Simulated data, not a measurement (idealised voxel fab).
Proc. module: voxel fin reveal
Cross-section cut: width 160 nm, square cells of 5 nm.
Cross-section format: a grid of square cells, given as bands from top to bottom; each band is one or more rows of cells. In this notation a band is specified by the heights of its top and bottom, in that order and in nm, after which its materials appear from left to right, each paired with its width in nm. The word "throughout" attached to a single material means that material fills the band from edge to edge; the word "empty" stands for empty space. Heights from 0 (as-received wafer is one material below). Bottom band endless downward, as "from 0 down". Width spec "30 to 40" -> top row of cells at first value, bottom row at second value, equal per-row change in between. You'll sometimes find "same as before" written for a step, and that's the way of saying that nowhere in the cross-section did a cell change during that step. If an empty space has no open way to the top and is at least 8 cells in size, "Voids lacking openings" lists it, written width x height at distance, where distance is measured from the left edge and every value is in nm. What comes after the settings on a step's line is commentary from the simulator itself on that step. "overlay nm" answers the question of how far to the right of plan the mask lay on a step that has a mask, and when it is negative the answer is to the left.

Here's what the planned process steps look like:
1: RECEIVE,material Si
2: CONFORMAL_DEP,material SiN,thk nm 5
3: PATTERN,tone cover,mask id FINS,material resist,width nm 15,pitch nm 35,thk nm 20,overlay nm 0
4: DIRECTIONAL_ETCH,etch materials SiN,depth nm 5
5: DIRECTIONAL_ETCH,etch materials Si,depth nm 40
6: STRIP,etch materials resist
7: FILL_DEP,material SiO2,thk nm 15
8: CMP,height nm 5
9: SELECTIVE_ETCH,etch materials SiO2,depth nm 35
10: STRIP,etch materials SiN

The cross-section here shows the wafer as received, i.e. in its state after step 1:
  from 0 down: Si throughout
  Voids lacking openings: none

Below is the wafer in cross-section after the module was completed. It began from the starting point shown above and followed the plan shown above, except that one mistake was made while running it:
  from 0 to -30: empty 35, then Si 15, then empty 20, then Si 15, then empty 20, then Si 15, then empty 40
  from -30 to -80: SiO2 35, then Si 15, then SiO2 20, then Si 15, then SiO2 20, then Si 15, then SiO2 40
  from -80 down: Si throughout
  Voids lacking openings: none
Nonconformance to the process plan: it should be noted that step 5 of the plan was executed twice
